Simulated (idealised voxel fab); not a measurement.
This section sets out a process module, namely voxel capacitor over wiring.
The cross-section on display is named cut; it measures 275 nm wide, and its cells are 5 nm squares.
In what follows, cross-sections appear as grids of square cells, described through bands that run from the top down, where every band is one or more rows of cells. Per band: top height and bottom height in nm, followed by the left-to-right materials and their widths in nm; "all across" marks a single material spanning edge to edge, "empty" marks empty space. All heights in this document are referenced to 0, defined as the level beneath which the wafer, as received, consists entirely of one material. The lowest band is not bounded below; it extends indefinitely downward and is written in the form "z 0 and below". Graded width ("30 to 40"): value in top row of band = first number; value in bottom row = second number; row-to-row change constant. "nothing different" after a step means that no cell of the cross-section changed. Empty spaces without an open route to the top, at least 8 cells in extent, make up the entry "Closed void entries"; each is given as width x height at distance, where the distance is measured from the left edge, and all are in nm. Step line, after settings: the simulator's comment on this step. "overlay nm", when on a step's line for a step with a mask, measures how far to the right of its planned place the mask lay; a negative measure means to the left. How should the pairs below be read? Each gives the cross-section before one process step and the cross-section after it, the latter drawn only to the lowest band that changed; the step that lies between them, with its settings, appears under the pair. Does a pair pick up where the pair above left off? Only where its entry headed "State before step" says so, since pairs can come from different runs of this module on the same starting wafer.
# State before step
	z 0 and below  Si all across
	Closed void entries: none
# As Processed
	z 15 to 0  SiO2 all across
	Rest of section, below 0: as before.
	Closed void entries: none
In between the before and after cross-sections above, the step is CONFORMAL_DEP,material SiO2,thk nm 15
State before step: This step starts from the configuration shown after the step in the pair immediately above.
# As Processed
	z 20 to 15  TiN all across
	Rest of section, below 15: as before.
	Closed void entries: none
In between the before and after cross-sections above, the step is DIRECTIONAL_DEP,material TiN,thk nm 5
State before step: This step starts from the configuration shown after the step in the pair immediately above.
# As Processed
	z 40 to 20  W all across
	Rest of section, below 20: as before.
	Closed void entries: none
In between the before and after cross-sections above, the step is DIRECTIONAL_DEP,material W,thk nm 20
State before step: This step starts from the configuration shown after the step in the pair immediately above.
# As Processed
	z 40 to 20  empty=75  W=30  empty=60  W=30  empty=80
	Rest of section, below 20: as before.
	Closed void entries: none
In between the before and after cross-sections above, the step is MASKED_ETCH,tone cover,mask id METAL_1,width nm 30,pitch nm 90,etch materials W,depth nm 20,overlay nm 0
State before step: This step starts from the configuration shown after the step in the pair immediately above.
# As Processed
	z 40 to 20  empty=75  W=30  empty=60  W=30  empty=80
	z 20 to 15  empty=75  TiN=30  empty=60  TiN=30  empty=80
	Rest of section, below 15: as before.
	Closed void entries: none
In between the before and after cross-sections above, the step is MASKED_ETCH,tone cover,mask id METAL_1,width nm 30,pitch nm 90,etch materials TiN,depth nm 5,overlay nm 0
State before step: This step starts from the configuration shown after the step in the pair immediately above.
# As Processed
	z 45 to 40  empty=70  SiN=40  empty=50  SiN=40  empty=75
	z 40 to 20  empty=70  SiN=5  W=30  SiN=5  empty=50  SiN=5  W=30  SiN=5  empty=75
	z 20 to 15  SiN=75  TiN=30  SiN=60  TiN=30  SiN=80
	Rest of section, below 15: as before.
	Closed void entries: none
In between the before and after cross-sections above, the step is CONFORMAL_DEP,material SiN,thk nm 5
State before step: This step starts from the configuration shown after the step in the pair immediately above.
# As Processed
	z 55 to 45  lowk all across
	z 45 to 40  lowk=70  SiN=40  lowk=50  SiN=40  lowk=75
	z 40 to 20  lowk=70  SiN=5  W=30  SiN=5  lowk=50  SiN=5  W=30  SiN=5  lowk=75
	Rest of section, below 20: as before.
	Closed void entries: none
In between the before and after cross-sections above, the step is FILL_DEP,material lowk,thk nm 10
State before step: This step starts from the configuration shown after the step in the pair immediately above.
# As Processed
	z 40 to 20  lowk=70  SiN=5  W=30  SiN=5  lowk=50  SiN=5  W=30  SiN=5  lowk=75
	Rest of section, below 20: as before.
	Closed void entries: none
In between the before and after cross-sections above, the step is CMP,height nm 40
State before step: This step starts from the configuration shown after the step in the pair immediately above.
# As Processed
	z 45 to 40  SiCN all across
	Rest of section, below 40: as before.
	Closed void entries: none
In between the before and after cross-sections above, the step is CONFORMAL_DEP,material SiCN,thk nm 5
State before step: This step starts from the configuration shown after the step in the pair immediately above.
# As Processed
	z 60 to 45  lowk all across
	Rest of section, below 45: as before.
	Closed void entries: none
In between the before and after cross-sections above, the step is DIRECTIONAL_DEP,material lowk,thk nm 15
State before step: This step starts from the configuration shown after the step in the pair immediately above.
# As Processed
	z 60 to 45  lowk=90  empty=15  lowk=170
	Rest of section, below 45: as before.
	Closed void entries: none
In between the before and after cross-sections above, the step is MASKED_ETCH,tone open,mask id PLUG_1,width nm 15,etch materials lowk,depth nm 15,overlay nm 0
State before step: This step starts from the configuration shown after the step in the pair immediately above.
# As Processed
	z 60 to 45  lowk=90  empty=15  lowk=170
	z 45 to 40  SiCN=90  empty=15  SiCN=170
	Rest of section, below 40: as before.
	Closed void entries: none
In between the before and after cross-sections above, the step is MASKED_ETCH,tone open,mask id PLUG_1,width nm 15,etch materials SiCN,depth nm 5,overlay nm 0
State before step: This step starts from the configuration shown after the step in the pair immediately above.
# As Processed
	z 60 to 50  lowk=90  empty=15  lowk=170
	z 50 to 45  lowk=90  Ru=15  lowk=170
	z 45 to 40  SiCN=90  Ru=15  SiCN=170
	Rest of section, below 40: as before.
	Closed void entries: none
In between the before and after cross-sections above, the step is EPI,material Ru,thk nm 10
State before step: This step starts from the configuration shown after the step in the pair immediately above.
# As Processed
	z 60 to 45  lowk=90  Ru=15  lowk=170
	Rest of section, below 45: as before.
	Closed void entries: none
In between the before and after cross-sections above, the step is EPI,material Ru,thk nm 10
State before step: This step starts from the configuration shown after the step in the pair immediately above.
# As Processed
	z 70 to 60  TiN all across
	Rest of section, below 60: as before.
	Closed void entries: none
In between the before and after cross-sections above, the step is DIRECTIONAL_DEP,material TiN,thk nm 10
State before step: This step starts from the configuration shown after the step in the pair immediately above.
# As Processed
	z 75 to 70  HfO2 all across
	Rest of section, below 70: as before.
	Closed void entries: none
In between the before and after cross-sections above, the step is DIRECTIONAL_DEP,material HfO2,thk nm 5
State before step: This step starts from the configuration shown after the step in the pair immediately above.
# As Processed
	z 85 to 75  TiN all across
	Rest of section, below 75: as before.
	Closed void entries: none
In between the before and after cross-sections above, the step is DIRECTIONAL_DEP,material TiN,thk nm 10
State before step: This step starts from the configuration shown after the step in the pair immediately above.
# As Processed
	z 85 to 75  empty=90  TiN=65  empty=120
	Rest of section, below 75: as before.
	Closed void entries: none
In between the before and after cross-sections above, the step is MASKED_ETCH,tone cover,mask id UPPER_PLATE,width nm 65,etch materials TiN,depth nm 10,overlay nm 0
State before step: This step starts from the configuration shown after the step in the pair immediately above.
# As Processed
	z 85 to 75  empty=90  TiN=65  empty=120
	z 75 to 70  empty=90  HfO2=65  empty=120
	Rest of section, below 70: as before.
	Closed void entries: none
In between the before and after cross-sections above, the step is MASKED_ETCH,tone cover,mask id UPPER_PLATE,width nm 65,etch materials HfO2,depth nm 5,overlay nm 0
State before step: This step starts from the configuration shown after the step in the pair immediately above.
# As Processed
	z 105 to 85  empty=85  resist=75  empty=115
	z 85 to 75  empty=85  resist=5  TiN=65  resist=5  empty=115
	z 75 to 70  empty=85  resist=5  HfO2=65  resist=5  empty=115
	Rest of section, below 70: as before.
	Closed void entries: none
In between the before and after cross-sections above, the step is PATTERN,tone cover,mask id LOWER_PLATE,material resist,width nm 75,thk nm 20,overlay nm 0
State before step: This step starts from the configuration shown after the step in the pair immediately above.
# As Processed
	z 105 to 85  empty=85  resist=75  empty=115
	z 85 to 75  empty=85  resist=5  TiN=65  resist=5  empty=115
	z 75 to 70  empty=85  resist=5  HfO2=65  resist=5  empty=115
	z 70 to 60  empty=85  TiN=75  empty=115
	Rest of section, below 60: as before.
	Closed void entries: none
In between the before and after cross-sections above, the step is DIRECTIONAL_ETCH,etch materials TiN,depth nm 10
State before step: This step starts from the configuration shown after the step in the pair immediately above.
# As Processed
	z 85 to 75  empty=90  TiN=65  empty=120
	z 75 to 70  empty=90  HfO2=65  empty=120
	Rest of section, below 70: as before.
	Closed void entries: none
In between the before and after cross-sections above, the step is STRIP,etch materials resist
State before step: This step starts from the configuration shown after the step in the pair immediately above.
# As Processed
	z 100 to 85  SiO2 all across
	z 85 to 75  SiO2=90  TiN=65  SiO2=120
	z 75 to 70  SiO2=90  HfO2=65  SiO2=120
	z 70 to 60  SiO2=85  TiN=75  SiO2=115
	Rest of section, below 60: as before.
	Closed void entries: none
In between the before and after cross-sections above, the step is FILL_DEP,material SiO2,thk nm 15
State before step: This step starts from the configuration shown after the step in the pair immediately above.
# As Processed
	z 95 to 85  SiO2 all across
	Rest of section, below 85: as before.
	Closed void entries: none
In between the before and after cross-sections above, the step is CMP,height nm 95
State before step: This step starts from the configuration shown after the step in the pair immediately above.
# As Processed
	z 105 to 95  aC all across
	Rest of section, below 95: as before.
	Closed void entries: none
In between the before and after cross-sections above, the step is DIRECTIONAL_DEP,material aC,thk nm 10
State before step: This step starts from the configuration shown after the step in the pair immediately above.
# As Processed
	z 135 to 105  resist=100  empty=15  resist=160
	Rest of section, below 105: as before.
	Closed void entries: none
In between the before and after cross-sections above, the step is PATTERN,tone open,mask id PLUG_2,material resist,width nm 15,thk nm 30,overlay nm 0
State before step: This step starts from the configuration shown after the step in the pair immediately above.
# As Processed
	z 125 to 105  resist=100  empty=15  resist=160
	z 105 to 95  aC=100  empty=15  aC=160
	Rest of section, below 95: as before.
	Closed void entries: none
In between the before and after cross-sections above, the step is DIRECTIONAL_ETCH,etch materials aC,depth nm 10
State before step: This step starts from the configuration shown after the step in the pair immediately above.
# As Processed
	z 105 to 95  aC=100  empty=15  aC=160
	Rest of section, below 95: as before.
	Closed void entries: none
In between the before and after cross-sections above, the step is STRIP,etch materials resist
State before step: This step starts from the configuration shown after the step in the pair immediately above.
# As Processed
	z 105 to 95  aC=100  empty=15  aC=160
	z 95 to 85  SiO2=100  empty=15  SiO2=160
	Rest of section, below 85: as before.
	Closed void entries: none
In between the before and after cross-sections above, the step is DIRECTIONAL_ETCH,etch materials SiO2,depth nm 10
State before step: This step starts from the configuration shown after the step in the pair immediately above.
# As Processed
	z 95 to 85  SiO2=100  empty=15  SiO2=160
	Rest of section, below 85: as before.
	Closed void entries: none
In between the before and after cross-sections above, the step is STRIP,etch materials aC
State before step: This step starts from the configuration shown after the step in the pair immediately above.
# As Processed
	z 100 to 95  TiN=105  empty=5  TiN=165
	z 95 to 90  SiO2=100  TiN=5  empty=5  TiN=5  SiO2=160
	z 90 to 85  SiO2=100  TiN=15  SiO2=160
	Rest of section, below 85: as before.
	Closed void entries: none
In between the before and after cross-sections above, the step is CONFORMAL_DEP,material TiN,thk nm 5
State before step: This step starts from the configuration shown after the step in the pair immediately above.
# As Processed
	z 105 to 100  Ru all across
	z 100 to 95  TiN=105  Ru=5  TiN=165
	z 95 to 90  SiO2=100  TiN=5  Ru=5  TiN=5  SiO2=160
	Rest of section, below 90: as before.
	Closed void entries: none
In between the before and after cross-sections above, the step is FILL_DEP,material Ru,thk nm 5
State before step: This step starts from the configuration shown after the step in the pair immediately above.
# As Processed
	z 95 to 90  SiO2=100  TiN=5  Ru=5  TiN=5  SiO2=160
	Rest of section, below 90: as before.
	Closed void entries: none
In between the before and after cross-sections above, the step is CMP,height nm 95
State before step: This step starts from the configuration shown after the step in the pair immediately above.
# As Processed
	z 100 to 95  SiN all across
	Rest of section, below 95: as before.
	Closed void entries: none
In between the before and after cross-sections above, the step is CONFORMAL_DEP,material SiN,thk nm 5
# State before step
	z 55 to 45  lowk all across
	z 45 to 40  lowk=70  SiN=40  lowk=50  SiN=40  lowk=75
	z 40 to 20  lowk=70  SiN=5  W=30  SiN=5  lowk=50  SiN=5  W=30  SiN=5  lowk=75
	z 20 to 15  SiN=75  TiN=30  SiN=60  TiN=30  SiN=80
	z 15 to 0  SiO2 all across
	z 0 and below  Si all across
	Closed void entries: none
# As Processed
	z 60 to 55  SiCN all across
	Rest of section, below 55: as before.
	Closed void entries: none
In between the before and after cross-sections above, the step is CONFORMAL_DEP,material SiCN,thk nm 5
State before step: This step starts from the configuration shown after the step in the pair immediately above.
# As Processed
	z 75 to 60  lowk all across
	Rest of section, below 60: as before.
	Closed void entries: none
In between the before and after cross-sections above, the step is DIRECTIONAL_DEP,material lowk,thk nm 15
State before step: This step starts from the configuration shown after the step in the pair immediately above.
# As Processed
	z 75 to 60  lowk=90  empty=15  lowk=170
	Rest of section, below 60: as before.
	Closed void entries: none
In between the before and after cross-sections above, the step is MASKED_ETCH,tone open,mask id PLUG_1,width nm 15,etch materials lowk,depth nm 15,overlay nm 0
State before step: This step starts from the configuration shown after the step in the pair immediately above.
# As Processed
	z 75 to 60  lowk=90  empty=15  lowk=170
	z 60 to 55  SiCN=90  empty=15  SiCN=170
	Rest of section, below 55: as before.
	Closed void entries: none
In between the before and after cross-sections above, the step is MASKED_ETCH,tone open,mask id PLUG_1,width nm 15,etch materials SiCN,depth nm 5,overlay nm 0
State before step: This step starts from the configuration shown after the step in the pair immediately above.
# As Processed
	z 85 to 75  TiN=90  empty=15  TiN=170
	z 75 to 65  lowk=90  empty=15  lowk=170
	z 65 to 60  lowk=90  TiN=15  lowk=170
	z 60 to 55  SiCN=90  TiN=15  SiCN=170
	Rest of section, below 55: as before.
	Closed void entries: none
In between the before and after cross-sections above, the step is DIRECTIONAL_DEP,material TiN,thk nm 10
State before step: This step starts from the configuration shown after the step in the pair immediately above.
# As Processed
	z 90 to 85  HfO2=90  empty=15  HfO2=170
	z 85 to 75  TiN=90  empty=15  TiN=170
	z 75 to 70  lowk=90  empty=15  lowk=170
	z 70 to 65  lowk=90  HfO2=15  lowk=170
	Rest of section, below 65: as before.
	Closed void entries: none
In between the before and after cross-sections above, the step is DIRECTIONAL_DEP,material HfO2,thk nm 5
State before step: This step starts from the configuration shown after the step in the pair immediately above.
# As Processed
	z 100 to 90  TiN=90  empty=15  TiN=170
	z 90 to 85  HfO2=90  empty=15  HfO2=170
	z 85 to 80  TiN=90  empty=15  TiN=170
	z 80 to 75  TiN all across
	z 75 to 70  lowk=90  TiN=15  lowk=170
	Rest of section, below 70: as before.
	Closed void entries: none
In between the before and after cross-sections above, the step is DIRECTIONAL_DEP,material TiN,thk nm 10
State before step: This step starts from the configuration shown after the step in the pair immediately above.
# As Processed
	z 100 to 90  empty=105  TiN=50  empty=120
	Rest of section, below 90: as before.
	Closed void entries: none
In between the before and after cross-sections above, the step is MASKED_ETCH,tone cover,mask id UPPER_PLATE,width nm 65,etch materials TiN,depth nm 10,overlay nm 0
State before step: This step starts from the configuration shown after the step in the pair immediately above.
# As Processed
	z 100 to 90  empty=105  TiN=50  empty=120
	z 90 to 85  empty=105  HfO2=50  empty=120
	Rest of section, below 85: as before.
	Closed void entries: none
In between the before and after cross-sections above, the step is MASKED_ETCH,tone cover,mask id UPPER_PLATE,width nm 65,etch materials HfO2,depth nm 5,overlay nm 0
State before step: This step starts from the configuration shown after the step in the pair immediately above.
# As Processed
	z 120 to 100  empty=85  resist=75  empty=115
	z 100 to 90  empty=85  resist=20  TiN=50  resist=5  empty=115
	z 90 to 85  empty=85  resist=20  HfO2=50  resist=5  empty=115
	z 85 to 80  TiN=90  resist=15  TiN=170
	Rest of section, below 80: as before.
	Closed void entries: none
In between the before and after cross-sections above, the step is PATTERN,tone cover,mask id LOWER_PLATE,material resist,width nm 75,thk nm 20,overlay nm 0
State before step: This step starts from the configuration shown after the step in the pair immediately above.
# As Processed
	z 120 to 100  empty=85  resist=75  empty=115
	z 100 to 90  empty=85  resist=20  TiN=50  resist=5  empty=115
	z 90 to 85  empty=85  resist=20  HfO2=50  resist=5  empty=115
	z 85 to 80  empty=85  TiN=5  resist=15  TiN=55  empty=115
	z 80 to 75  empty=85  TiN=75  empty=115
	Rest of section, below 75: as before.
	Closed void entries: none
In between the before and after cross-sections above, the step is DIRECTIONAL_ETCH,etch materials TiN,depth nm 10
State before step: This step starts from the configuration shown after the step in the pair immediately above.
# As Processed
	z 100 to 90  empty=105  TiN=50  empty=120
	z 90 to 85  empty=105  HfO2=50  empty=120
	z 85 to 80  empty=85  TiN=5  empty=15  TiN=55  empty=115
	Rest of section, below 80: as before.
	Closed void entries: none
In between the before and after cross-sections above, the step is STRIP,etch materials resist
State before step: This step starts from the configuration shown after the step in the pair immediately above.
# As Processed
	z 115 to 100  SiO2 all across
	z 100 to 90  SiO2=105  TiN=50  SiO2=120
	z 90 to 85  SiO2=105  HfO2=50  SiO2=120
	z 85 to 80  SiO2=85  TiN=5  SiO2=15  TiN=55  SiO2=115
	z 80 to 75  SiO2=85  TiN=75  SiO2=115
	Rest of section, below 75: as before.
	Closed void entries: none
In between the before and after cross-sections above, the step is FILL_DEP,material SiO2,thk nm 15
State before step: This step starts from the configuration shown after the step in the pair immediately above.
# As Processed
	z 95 to 90  SiO2=105  TiN=50  SiO2=120
	Rest of section, below 90: as before.
	Closed void entries: none
In between the before and after cross-sections above, the step is CMP,height nm 95
State before step: This step starts from the configuration shown after the step in the pair immediately above.
# As Processed
	z 105 to 95  aC all across
	Rest of section, below 95: as before.
	Closed void entries: none
In between the before and after cross-sections above, the step is DIRECTIONAL_DEP,material aC,thk nm 10
State before step: This step starts from the configuration shown after the step in the pair immediately above.
# As Processed
	z 135 to 105  resist=100  empty=15  resist=160
	Rest of section, below 105: as before.
	Closed void entries: none
In between the before and after cross-sections above, the step is PATTERN,tone open,mask id PLUG_2,material resist,width nm 15,thk nm 30,overlay nm 0
State before step: This step starts from the configuration shown after the step in the pair immediately above.
# As Processed
	z 125 to 105  resist=100  empty=15  resist=160
	z 105 to 95  aC=100  empty=15  aC=160
	Rest of section, below 95: as before.
	Closed void entries: none
In between the before and after cross-sections above, the step is DIRECTIONAL_ETCH,etch materials aC,depth nm 10
State before step: This step starts from the configuration shown after the step in the pair immediately above.
# As Processed
	z 105 to 95  aC=100  empty=15  aC=160
	Rest of section, below 95: as before.
	Closed void entries: none
In between the before and after cross-sections above, the step is STRIP,etch materials resist
State before step: This step starts from the configuration shown after the step in the pair immediately above.
# As Processed
	z 105 to 95  aC=100  empty=15  aC=160
	z 95 to 90  SiO2=100  empty=5  TiN=50  SiO2=120
	z 90 to 85  SiO2=100  empty=5  HfO2=50  SiO2=120
	Rest of section, below 85: as before.
	Closed void entries: none
In between the before and after cross-sections above, the step is DIRECTIONAL_ETCH,etch materials SiO2,depth nm 10
State before step: This step starts from the configuration shown after the step in the pair immediately above.
# As Processed
	z 95 to 90  SiO2=100  empty=5  TiN=50  SiO2=120
	Rest of section, below 90: as before.
	Closed void entries: none
In between the before and after cross-sections above, the step is STRIP,etch materials aC
State before step: This step starts from the configuration shown after the step in the pair immediately above.
# As Processed
	z 100 to 95  TiN all across
	z 95 to 90  SiO2=100  TiN=55  SiO2=120
	z 90 to 85  SiO2=100  TiN=5  HfO2=50  SiO2=120
	Rest of section, below 85: as before.
	Closed void entries: none
In between the before and after cross-sections above, the step is CONFORMAL_DEP,material TiN,thk nm 5
State before step: This step starts from the configuration shown after the step in the pair immediately above.
# As Processed
	z 105 to 100  Ru all across
	Rest of section, below 100: as before.
	Closed void entries: none
In between the before and after cross-sections above, the step is FILL_DEP,material Ru,thk nm 5
State before step: This step starts from the configuration shown after the step in the pair immediately above.
# As Processed
	z 95 to 90  SiO2=100  TiN=55  SiO2=120
	Rest of section, below 90: as before.
	Closed void entries: none
In between the before and after cross-sections above, the step is CMP,height nm 95
State before step: This step starts from the configuration shown after the step in the pair immediately above.
# As Processed
	z 100 to 95  SiN all across
	Rest of section, below 95: as before.
	Closed void entries: none
In between the before and after cross-sections above, the step is CONFORMAL_DEP,material SiN,thk nm 5
# State before step
	z 15 to 0  SiO2 all across
	z 0 and below  Si all across
	Closed void entries: none
# As Processed
	z 30 to 0  SiO2 all across
	Rest of section, below 0: as before.
	Closed void entries: none
In between the before and after cross-sections above, the step is CONFORMAL_DEP,material SiO2,thk nm 15
State before step: This step starts from the configuration shown after the step in the pair immediately above.
# As Processed
	z 35 to 30  TiN all across
	Rest of section, below 30: as before.
	Closed void entries: none
In between the before and after cross-sections above, the step is DIRECTIONAL_DEP,material TiN,thk nm 5
State before step: This step starts from the configuration shown after the step in the pair immediately above.
# As Processed
	z 55 to 35  W all across
	Rest of section, below 35: as before.
	Closed void entries: none
In between the before and after cross-sections above, the step is DIRECTIONAL_DEP,material W,thk nm 20
State before step: This step starts from the configuration shown after the step in the pair immediately above.
# As Processed
	z 55 to 35  empty=75  W=30  empty=60  W=30  empty=80
	Rest of section, below 35: as before.
	Closed void entries: none
In between the before and after cross-sections above, the step is MASKED_ETCH,tone cover,mask id METAL_1,width nm 30,pitch nm 90,etch materials W,depth nm 20,overlay nm 0
State before step: This step starts from the configuration shown after the step in the pair immediately above.
# As Processed
	z 55 to 35  empty=75  W=30  empty=60  W=30  empty=80
	z 35 to 30  empty=75  TiN=30  empty=60  TiN=30  empty=80
	Rest of section, below 30: as before.
	Closed void entries: none
In between the before and after cross-sections above, the step is MASKED_ETCH,tone cover,mask id METAL_1,width nm 30,pitch nm 90,etch materials TiN,depth nm 5,overlay nm 0
State before step: This step starts from the configuration shown after the step in the pair immediately above.
# As Processed
	z 60 to 55  empty=70  SiN=40  empty=50  SiN=40  empty=75
	z 55 to 35  empty=70  SiN=5  W=30  SiN=5  empty=50  SiN=5  W=30  SiN=5  empty=75
	z 35 to 30  SiN=75  TiN=30  SiN=60  TiN=30  SiN=80
	Rest of section, below 30: as before.
	Closed void entries: none
In between the before and after cross-sections above, the step is CONFORMAL_DEP,material SiN,thk nm 5
State before step: This step starts from the configuration shown after the step in the pair immediately above.
# As Processed
	z 70 to 60  lowk all across
	z 60 to 55  lowk=70  SiN=40  lowk=50  SiN=40  lowk=75
	z 55 to 35  lowk=70  SiN=5  W=30  SiN=5  lowk=50  SiN=5  W=30  SiN=5  lowk=75
	Rest of section, below 35: as before.
	Closed void entries: none
In between the before and after cross-sections above, the step is FILL_DEP,material lowk,thk nm 10
State before step: This step starts from the configuration shown after the step in the pair immediately above.
# As Processed
	z 40 to 35  lowk=70  SiN=5  W=30  SiN=5  lowk=50  SiN=5  W=30  SiN=5  lowk=75
	Rest of section, below 35: as before.
	Closed void entries: none
In between the before and after cross-sections above, the step is CMP,height nm 40
State before step: This step starts from the configuration shown after the step in the pair immediately above.
# As Processed
	z 45 to 40  SiCN all across
	Rest of section, below 40: as before.
	Closed void entries: none
In between the before and after cross-sections above, the step is CONFORMAL_DEP,material SiCN,thk nm 5
State before step: This step starts from the configuration shown after the step in the pair immediately above.
# As Processed
	z 60 to 45  lowk all across
	Rest of section, below 45: as before.
	Closed void entries: none
In between the before and after cross-sections above, the step is DIRECTIONAL_DEP,material lowk,thk nm 15
State before step: This step starts from the configuration shown after the step in the pair immediately above.
# As Processed
	z 60 to 45  lowk=90  empty=15  lowk=170
	Rest of section, below 45: as before.
	Closed void entries: none
In between the before and after cross-sections above, the step is MASKED_ETCH,tone open,mask id PLUG_1,width nm 15,etch materials lowk,depth nm 15,overlay nm 0
State before step: This step starts from the configuration shown after the step in the pair immediately above.
# As Processed
	z 60 to 45  lowk=90  empty=15  lowk=170
	z 45 to 40  SiCN=90  empty=15  SiCN=170
	Rest of section, below 40: as before.
	Closed void entries: none
In between the before and after cross-sections above, the step is MASKED_ETCH,tone open,mask id PLUG_1,width nm 15,etch materials SiCN,depth nm 5,overlay nm 0
State before step: This step starts from the configuration shown after the step in the pair immediately above.
# As Processed
	z 60 to 50  lowk=90  empty=15  lowk=170
	z 50 to 45  lowk=90  Ru=15  lowk=170
	z 45 to 40  SiCN=90  Ru=15  SiCN=170
	Rest of section, below 40: as before.
	Closed void entries: none
In between the before and after cross-sections above, the step is EPI,material Ru,thk nm 10
State before step: This step starts from the configuration shown after the step in the pair immediately above.
# As Processed
	z 60 to 45  lowk=90  Ru=15  lowk=170
	Rest of section, below 45: as before.
	Closed void entries: none
In between the before and after cross-sections above, the step is EPI,material Ru,thk nm 10
State before step: This step starts from the configuration shown after the step in the pair immediately above.
# As Processed
	z 70 to 60  TiN all across
	Rest of section, below 60: as before.
	Closed void entries: none
In between the before and after cross-sections above, the step is DIRECTIONAL_DEP,material TiN,thk nm 10
State before step: This step starts from the configuration shown after the step in the pair immediately above.
# As Processed
	z 75 to 70  HfO2 all across
	Rest of section, below 70: as before.
	Closed void entries: none
In between the before and after cross-sections above, the step is DIRECTIONAL_DEP,material HfO2,thk nm 5
State before step: This step starts from the configuration shown after the step in the pair immediately above.
# As Processed
	z 85 to 75  TiN all across
	Rest of section, below 75: as before.
	Closed void entries: none
In between the before and after cross-sections above, the step is DIRECTIONAL_DEP,material TiN,thk nm 10
State before step: This step starts from the configuration shown after the step in the pair immediately above.
# As Processed
	z 85 to 75  empty=90  TiN=65  empty=120
	Rest of section, below 75: as before.
	Closed void entries: none
In between the before and after cross-sections above, the step is MASKED_ETCH,tone cover,mask id UPPER_PLATE,width nm 65,etch materials TiN,depth nm 10,overlay nm 0
State before step: This step starts from the configuration shown after the step in the pair immediately above.
# As Processed
	z 85 to 75  empty=90  TiN=65  empty=120
	z 75 to 70  empty=90  HfO2=65  empty=120
	Rest of section, below 70: as before.
	Closed void entries: none
In between the before and after cross-sections above, the step is MASKED_ETCH,tone cover,mask id UPPER_PLATE,width nm 65,etch materials HfO2,depth nm 5,overlay nm 0
State before step: This step starts from the configuration shown after the step in the pair immediately above.
# As Processed
	z 105 to 85  empty=85  resist=75  empty=115
	z 85 to 75  empty=85  resist=5  TiN=65  resist=5  empty=115
	z 75 to 70  empty=85  resist=5  HfO2=65  resist=5  empty=115
	Rest of section, below 70: as before.
	Closed void entries: none
In between the before and after cross-sections above, the step is PATTERN,tone cover,mask id LOWER_PLATE,material resist,width nm 75,thk nm 20,overlay nm 0
State before step: This step starts from the configuration shown after the step in the pair immediately above.
# As Processed
	z 105 to 85  empty=85  resist=75  empty=115
	z 85 to 75  empty=85  resist=5  TiN=65  resist=5  empty=115
	z 75 to 70  empty=85  resist=5  HfO2=65  resist=5  empty=115
	z 70 to 60  empty=85  TiN=75  empty=115
	Rest of section, below 60: as before.
	Closed void entries: none
In between the before and after cross-sections above, the step is DIRECTIONAL_ETCH,etch materials TiN,depth nm 10
State before step: This step starts from the configuration shown after the step in the pair immediately above.
# As Processed
	z 85 to 75  empty=90  TiN=65  empty=120
	z 75 to 70  empty=90  HfO2=65  empty=120
	Rest of section, below 70: as before.
	Closed void entries: none
In between the before and after cross-sections above, the step is STRIP,etch materials resist
State before step: This step starts from the configuration shown after the step in the pair immediately above.
# As Processed
	z 100 to 85  SiO2 all across
	z 85 to 75  SiO2=90  TiN=65  SiO2=120
	z 75 to 70  SiO2=90  HfO2=65  SiO2=120
	z 70 to 60  SiO2=85  TiN=75  SiO2=115
	Rest of section, below 60: as before.
	Closed void entries: none
In between the before and after cross-sections above, the step is FILL_DEP,material SiO2,thk nm 15
State before step: This step starts from the configuration shown after the step in the pair immediately above.
# As Processed
	z 95 to 85  SiO2 all across
	Rest of section, below 85: as before.
	Closed void entries: none
In between the before and after cross-sections above, the step is CMP,height nm 95
State before step: This step starts from the configuration shown after the step in the pair immediately above.
# As Processed
	z 105 to 95  aC all across
	Rest of section, below 95: as before.
	Closed void entries: none
In between the before and after cross-sections above, the step is DIRECTIONAL_DEP,material aC,thk nm 10
State before step: This step starts from the configuration shown after the step in the pair immediately above.
# As Processed
	z 135 to 105  resist=100  empty=15  resist=160
	Rest of section, below 105: as before.
	Closed void entries: none
In between the before and after cross-sections above, the step is PATTERN,tone open,mask id PLUG_2,material resist,width nm 15,thk nm 30,overlay nm 0
State before step: This step starts from the configuration shown after the step in the pair immediately above.
# As Processed
	z 125 to 105  resist=100  empty=15  resist=160
	z 105 to 95  aC=100  empty=15  aC=160
	Rest of section, below 95: as before.
	Closed void entries: none
In between the before and after cross-sections above, the step is DIRECTIONAL_ETCH,etch materials aC,depth nm 10
State before step: This step starts from the configuration shown after the step in the pair immediately above.
# As Processed
	z 105 to 95  aC=100  empty=15  aC=160
	Rest of section, below 95: as before.
	Closed void entries: none
In between the before and after cross-sections above, the step is STRIP,etch materials resist
State before step: This step starts from the configuration shown after the step in the pair immediately above.
# As Processed
	z 105 to 95  aC=100  empty=15  aC=160
	z 95 to 85  SiO2=100  empty=15  SiO2=160
	Rest of section, below 85: as before.
	Closed void entries: none
In between the before and after cross-sections above, the step is DIRECTIONAL_ETCH,etch materials SiO2,depth nm 10
State before step: This step starts from the configuration shown after the step in the pair immediately above.
# As Processed
	z 95 to 85  SiO2=100  empty=15  SiO2=160
	Rest of section, below 85: as before.
	Closed void entries: none
In between the before and after cross-sections above, the step is STRIP,etch materials aC
State before step: This step starts from the configuration shown after the step in the pair immediately above.
# As Processed
	z 100 to 95  TiN=105  empty=5  TiN=165
	z 95 to 90  SiO2=100  TiN=5  empty=5  TiN=5  SiO2=160
	z 90 to 85  SiO2=100  TiN=15  SiO2=160
	Rest of section, below 85: as before.
	Closed void entries: none
In between the before and after cross-sections above, the step is CONFORMAL_DEP,material TiN,thk nm 5
State before step: This step starts from the configuration shown after the step in the pair immediately above.
# As Processed
	z 105 to 100  Ru all across
	z 100 to 95  TiN=105  Ru=5  TiN=165
	z 95 to 90  SiO2=100  TiN=5  Ru=5  TiN=5  SiO2=160
	Rest of section, below 90: as before.
	Closed void entries: none
In between the before and after cross-sections above, the step is FILL_DEP,material Ru,thk nm 5
State before step: This step starts from the configuration shown after the step in the pair immediately above.
# As Processed
	z 95 to 90  SiO2=100  TiN=5  Ru=5  TiN=5  SiO2=160
	Rest of section, below 90: as before.
	Closed void entries: none
In between the before and after cross-sections above, the step is CMP,height nm 95
State before step: This step starts from the configuration shown after the step in the pair immediately above.
# As Processed
	z 100 to 95  SiN all across
	Rest of section, below 95: as before.
	Closed void entries: none
In between the before and after cross-sections above, the step is CONFORMAL_DEP,material SiN,thk nm 5
# State before step
	z 40 to 20  lowk=70  SiN=5  W=30  SiN=5  lowk=50  SiN=5  W=30  SiN=5  lowk=75
	z 20 to 15  SiN=75  TiN=30  SiN=60  TiN=30  SiN=80
	z 15 to 0  SiO2 all across
	z 0 and below  Si all across
	Closed void entries: none
# As Processed
	z 55 to 40  lowk all across
	Rest of section, below 40: as before.
	Closed void entries: none
In between the before and after cross-sections above, the step is DIRECTIONAL_DEP,material lowk,thk nm 15
